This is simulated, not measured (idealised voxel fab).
Name of the process module below: voxel tone inversion
We display cut, a cross-section 260 nm in width whose square cells are each 5 nm.
Cross-sections here: square-cell grids, written as top-down lists of bands, a band being one or more rows of cells.
Heights first: top, then bottom, in nm. Then materials, left to right, each with a width in nm. "full width" on a single material: fills the band edge to edge. "air": empty space.
Below 0: as-received wafer, all one material; heights counted from there. Lowest band: no bottom, goes on down, written "0 and below".
With a width like "30..40", each row of cells in the band differs from the next by the same amount, the top row carrying the first number and the bottom row the second.
"changes: none", as given for a step, is the statement that not any cell of the cross-section underwent a change during that step.
This entry, "Completely enclosed voids", enumerates those empty regions of no fewer than 8 cells that possess no open connection to the top. Each region is reported in the form width x height at distance, the distance being taken from the left edge, with all three quantities expressed in nm.
Past the settings on a step's line: simulator remark, on that step.
On any step carrying a mask, the "overlay nm" setting, if present on the step's line, tells how far right of its planned place the mask lay; negative values point to the left.

THE PROCESS STEPS THAT WERE PLANNED ARE LISTED BELOW
1: RECEIVE [material Si]
2: CONFORMAL_DEP [material SiCN] [thk nm 5]
3: DIRECTIONAL_DEP [material aC] [thk nm 25]
4: PATTERN [tone cover] [mask id POSTS] [material resist] [width nm 15] [pitch nm 45] [thk nm 30] [overlay nm -15]
5: DIRECTIONAL_ETCH [etch materials aC] [depth nm 25]
6: STRIP [etch materials resist]
7: FILL_DEP [material SiO2] [thk nm 10]
8: CMP [height nm 30]
9: STRIP [etch materials aC]
10: CONFORMAL_DEP [material TiN] [thk nm 5]
11: FILL_DEP [material Ru] [thk nm 10]
12: CMP [height nm 30]
13: CONFORMAL_DEP [material SiCN] [thk nm 5]
Among the wafers covered here, the point of difference is the overlay nm at step 4; their starting state is shared, and the plan presents the value of the first wafer.

THE FIRST OF SEVERAL WAFERS IN CROSS-SECTION, EXACTLY AS IT REACHED US AFTER STEP 1
	0 and below = Si full width
	Completely enclosed voids: none

EACH ROW BELOW IS A WAFER AT THE END OF THE MODULE, LISTING FOR EVERY MATERIAL THE NUMBER OF CELLS IT HAS GAINED (+) OR LOST (-) SINCE IT WAS RECEIVED, FOLLOWED BY ITS CLOSED VOIDS
overlay nm -15 | +12 Ru | +104 SiCN | +215 SiO2 | +33 TiN | Completely enclosed voids: none
overlay nm -10 | +12 Ru | +104 SiCN | +215 SiO2 | +33 TiN | Completely enclosed voids: none
overlay nm -5 | +12 Ru | +104 SiCN | +215 SiO2 | +33 TiN | Completely enclosed voids: none
overlay nm 0 | +12 Ru | +104 SiCN | +215 SiO2 | +33 TiN | Completely enclosed voids: none
overlay nm 5 | +12 Ru | +104 SiCN | +215 SiO2 | +33 TiN | Completely enclosed voids: none
overlay nm 10 | +12 Ru | +104 SiCN | +215 SiO2 | +33 TiN | Completely enclosed voids: none
overlay nm 15 | +12 Ru | +104 SiCN | +215 SiO2 | +33 TiN | Completely enclosed voids: none
